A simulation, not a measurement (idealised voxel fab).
Name of the process module below: voxel transistor to metal
Xsec cut, 195 nm wide, square cell size 5 nm.
Square cells in a grid make up a cross-section in this document, and the grid is given as bands, listed from the top down, each one or more rows of cells. This entry defines a band. It first specifies the height of the band's top and the height of its bottom in nm, and then specifies the band's materials from left to right, stating each material with its width in nm. The word "throughout" identifies a single material that fills the band from edge to edge, while the word "blank" identifies empty space. Where do heights start? At 0: under that level the wafer as delivered is made of one material only. And the lowest band has no floor; it just carries on downward, as in "0 nm and below". Width "30->40": first value at the band's top row of cells, second value at its bottom row, equal change from row to row. Take "no change occurred" at face value: in the step it is given for, the cross-section changed in none of its cells. This entry, "Sealed internal voids", enumerates those empty regions of no fewer than 8 cells that possess no open connection to the top. Each region is reported in the form width x height at distance, the distance being taken from the left edge, with all three quantities expressed in nm. Where a step's line continues beyond its settings, the continuation is a remark by the simulator itself on that step. The setting "overlay nm" may be written on the line of a step. When the step uses a mask, the value reports how far to the right of the planned place the mask lay, and a negative value reports that it lay to the left.

Planned step list for the process:
| 1 | RECEIVE, material Si |
| 2 | CONFORMAL_DEP, material SiO2, thk nm 5 |
| 3 | CONFORMAL_DEP, material SiN, thk nm 15 |
| 4 | PATTERN, tone cover, mask id ACTIVE, material resist, width nm 115, thk nm 15, overlay nm 0 |
| 5 | DIRECTIONAL_ETCH, etch materials SiN, depth nm 15 |
| 6 | DIRECTIONAL_ETCH, etch materials SiO2, depth nm 5 |
| 7 | DIRECTIONAL_ETCH, etch materials Si, depth nm 35 |
| 8 | STRIP, etch materials resist |
| 9 | OXIDIZE, depth nm 5 |
| 10 | FILL_DEP, material SiO2, thk nm 5 |
| 11 | CMP, height nm 20 |
| 12 | SELECTIVE_ETCH, etch materials SiO2, depth nm 10 |
| 13 | STRIP, etch materials SiN |
| 14 | SELECTIVE_ETCH, etch materials SiO2, depth nm 5 |
| 15 | OXIDIZE, depth nm 5 |
| 16 | DIRECTIONAL_DEP, material polySi, thk nm 30 |
| 17 | DIRECTIONAL_DEP, material SiCN, thk nm 15 |
| 18 | PATTERN, tone cover, mask id GATE, material resist, width nm 35, thk nm 15, overlay nm 0 |
| 19 | DIRECTIONAL_ETCH, etch materials SiCN, depth nm 25 |
| 20 | DIRECTIONAL_ETCH, etch materials polySi, depth nm 40 |
| 21 | STRIP, etch materials resist |
| 22 | CONFORMAL_DEP, material SiN, thk nm 5 |
| 23 | DIRECTIONAL_ETCH, etch materials SiN, depth nm 5 |
| 24 | DIRECTIONAL_ETCH, etch materials SiO2, depth nm 5 |
| 25 | DIRECTIONAL_ETCH, etch materials Si, depth nm 15 |
| 26 | EPI, material nSi, thk nm 20 |
| 27 | FILL_DEP, material SiO2, thk nm 5 |
| 28 | CMP, height nm 30 |
| 29 | STRIP, etch materials polySi |
| 30 | SELECTIVE_ETCH, etch materials SiO2, depth nm 5 |
| 31 | CONFORMAL_DEP, material HfO2, thk nm 5 |
| 32 | CONFORMAL_DEP, material TiN, thk nm 5 |
| 33 | FILL_DEP, material W, thk nm 10 |
| 34 | CMP, height nm 25 |
| 35 | DIRECTIONAL_DEP, material SiO2, thk nm 15 |
| 36 | DIRECTIONAL_DEP, material aC, thk nm 15 |
| 37 | PATTERN, tone open, mask id CONTACT, material resist, width nm 15, pitch nm 90, thk nm 35, overlay nm 0 |
| 38 | DIRECTIONAL_ETCH, etch materials aC, depth nm 15 |
| 39 | STRIP, etch materials resist |
| 40 | DIRECTIONAL_ETCH, etch materials SiO2, depth nm 40 |
| 41 | STRIP, etch materials aC |
| 42 | CONFORMAL_DEP, material TiN, thk nm 5 |
| 43 | FILL_DEP, material W, thk nm 5 |
| 44 | CMP, height nm 40 |
| 45 | CONFORMAL_DEP, material SiCN, thk nm 5 |
| 46 | DIRECTIONAL_DEP, material SiO2, thk nm 20 |
| 47 | PATTERN, tone open, mask id METAL_1, material resist, width nm 15, pitch nm 90, thk nm 20, overlay nm 0 |
| 48 | DIRECTIONAL_ETCH, etch materials SiO2, depth nm 20 |
| 49 | DIRECTIONAL_ETCH, etch materials SiCN, depth nm 5 |
| 50 | STRIP, etch materials resist |
| 51 | CONFORMAL_DEP, material TiN, thk nm 5 |
| 52 | FILL_DEP, material Cu, thk nm 10 |
| 53 | CMP, height nm 65 |
| 54 | EPI, material Ru, thk nm 5 |
| 55 | FILL_DEP, material SiCN, thk nm 5 |
| 56 | DIRECTIONAL_DEP, material SiO2, thk nm 25 |
| 57 | PATTERN, tone open, mask id METAL_2, material resist, width nm 15, pitch nm 90, thk nm 20, overlay nm 0 |
| 58 | DIRECTIONAL_ETCH, etch materials SiO2, depth nm 15 |
| 59 | STRIP, etch materials resist |
| 60 | MASKED_ETCH, tone open, mask id METAL_2_HOLES, width nm 15, pitch nm 90, etch materials SiO2, depth nm 10, overlay nm 0 |
| 61 | MASKED_ETCH, tone open, mask id METAL_2_HOLES, width nm 15, pitch nm 90, etch materials SiCN, depth nm 5, overlay nm 0 |
| 62 | CONFORMAL_DEP, material TiN, thk nm 5 |
| 63 | FILL_DEP, material Cu, thk nm 10 |
| 64 | CMP, height nm 100 |
| 65 | CONFORMAL_DEP, material SiN, thk nm 5 |

So this is the incoming wafer in cross-section - it's already been through step 1:
  0 nm and below: Si throughout
  Sealed internal voids: none

First of two wafers: cross-section at end of module, run per plan:
  105 nm to 100 nm: SiN throughout
  100 nm to 75 nm: SiO2 (45) / TiN (5) / Cu (5) / TiN (5) / SiO2 (75) / TiN (5) / Cu (5) / TiN (5) / SiO2 (45)
  75 nm to 70 nm: SiCN (45) / TiN (15) / SiCN (75) / TiN (15) / SiCN (45)
  70 nm to 65 nm: SiCN (40) / Ru (25) / SiCN (65) / Ru (25) / SiCN (40)
  65 nm to 45 nm: SiO2 (45) / TiN (5) / Cu (5) / TiN (5) / SiO2 (75) / TiN (5) / Cu (5) / TiN (5) / SiO2 (45)
  45 nm to 40 nm: SiCN (45) / TiN (15) / SiCN (75) / TiN (15) / SiCN (45)
  40 nm to 25 nm: SiO2 (45) / TiN (5) / W (5) / TiN (5) / SiO2 (75) / TiN (5) / W (5) / TiN (5) / SiO2 (45)
  25 nm to 20 nm: SiO2 (45) / TiN (5) / W (5) / TiN (5) / SiO2 (15) / SiN (5) / HfO2 (5) / TiN (5) / W (15) / TiN (5) / HfO2 (5) / SiN (5) / SiO2 (15) / TiN (5) / W (5) / TiN (5) / SiO2 (45)
  20 nm to 15 nm: SiO2 (45) / TiN (15) / SiO2 (15) / SiN (5) / HfO2 (5) / TiN (5) / W (15) / TiN (5) / HfO2 (5) / SiN (5) / SiO2 (15) / TiN (15) / SiO2 (45)
  15 nm to 5 nm: SiO2 (45) / TiN (10) / nSi (20) / SiN (5) / HfO2 (5) / TiN (5) / W (15) / TiN (5) / HfO2 (5) / SiN (5) / nSi (20) / TiN (10) / SiO2 (45)
  5 nm to 0 nm: SiO2 (35) / SiN (5) / SiO2 (5) / TiN (10) / nSi (20) / SiN (5) / HfO2 (5) / TiN (25) / HfO2 (5) / SiN (5) / nSi (20) / TiN (10) / SiO2 (5) / SiN (5) / SiO2 (35)
  0 nm to -5 nm: SiO2 (40) / nSi (35) / HfO2 (45) / nSi (35) / SiO2 (40)
  -5 nm to -20 nm: SiO2 (45) / nSi (30) / Si (45) / nSi (30) / SiO2 (45)
  -20 nm to -40 nm: SiO2 (45) / Si (105) / SiO2 (45)
  -40 nm and below: Si throughout
  Sealed internal voids: none

Second wafer through the module, sectioned at the end: same beginning and same plan as the first wafer, with one mistake in carrying it out:
  105 nm to 100 nm: SiN throughout
  100 nm to 75 nm: SiO2 (45) / TiN (5) / Cu (5) / TiN (5) / SiO2 (75) / TiN (5) / Cu (5) / TiN (5) / SiO2 (45)
  75 nm to 70 nm: SiCN (45) / TiN (15) / SiCN (75) / TiN (15) / SiCN (45)
  70 nm to 65 nm: SiCN (40) / Ru (25) / SiCN (65) / Ru (25) / SiCN (40)
  65 nm to 45 nm: SiO2 (45) / TiN (5) / Cu (5) / TiN (5) / SiO2 (75) / TiN (5) / Cu (5) / TiN (5) / SiO2 (45)
  45 nm to 40 nm: SiCN (45) / TiN (15) / SiCN (75) / TiN (15) / SiCN (45)
  40 nm to 30 nm: SiO2 (45) / TiN (5) / W (5) / TiN (5) / SiO2 (75) / TiN (5) / W (5) / TiN (5) / SiO2 (45)
  30 nm to 25 nm: SiO2 (45) / TiN (15) / SiO2 (75) / TiN (15) / SiO2 (45)
  25 nm to 15 nm: W (70) / TiN (5) / HfO2 (5) / SiN (5) / SiO2 (25) / SiN (5) / HfO2 (5) / TiN (5) / W (70)
  15 nm to 10 nm: W (70) / TiN (5) / HfO2 (5) / SiN (5) / nSi (25) / SiN (5) / HfO2 (5) / TiN (5) / W (70)
  10 nm to 5 nm: TiN (40) / W (30) / TiN (5) / HfO2 (5) / SiN (5) / nSi (25) / SiN (5) / HfO2 (5) / TiN (5) / W (30) / TiN (40)
  5 nm to 0 nm: HfO2 (35) / TiN (40) / HfO2 (5) / SiN (5) / nSi (25) / SiN (5) / HfO2 (5) / TiN (40) / HfO2 (35)
  0 nm to -5 nm: SiO2 (30) / HfO2 (55) / nSi (25) / HfO2 (55) / SiO2 (30)
  -5 nm to -20 nm: SiO2 (45) / Si (40) / nSi (25) / Si (40) / SiO2 (45)
  -20 nm to -40 nm: SiO2 (45) / Si (105) / SiO2 (45)
  -40 nm and below: Si throughout
  Sealed internal voids: none
Error vs. plan: so step 18 ended up running with a different setting than we planned, it ran as PATTERN, tone open, mask id GATE, material resist, width nm 35, thk nm 15, overlay nm 0
Heads up, by the end the second wafer has more or fewer cells of some materials compared to the first: HfO2: 27 more, Si: 21 more, SiN: 2 fewer, SiO2: 94 fewer, TiN: 7 more, W: 80 more, nSi: 39 fewer
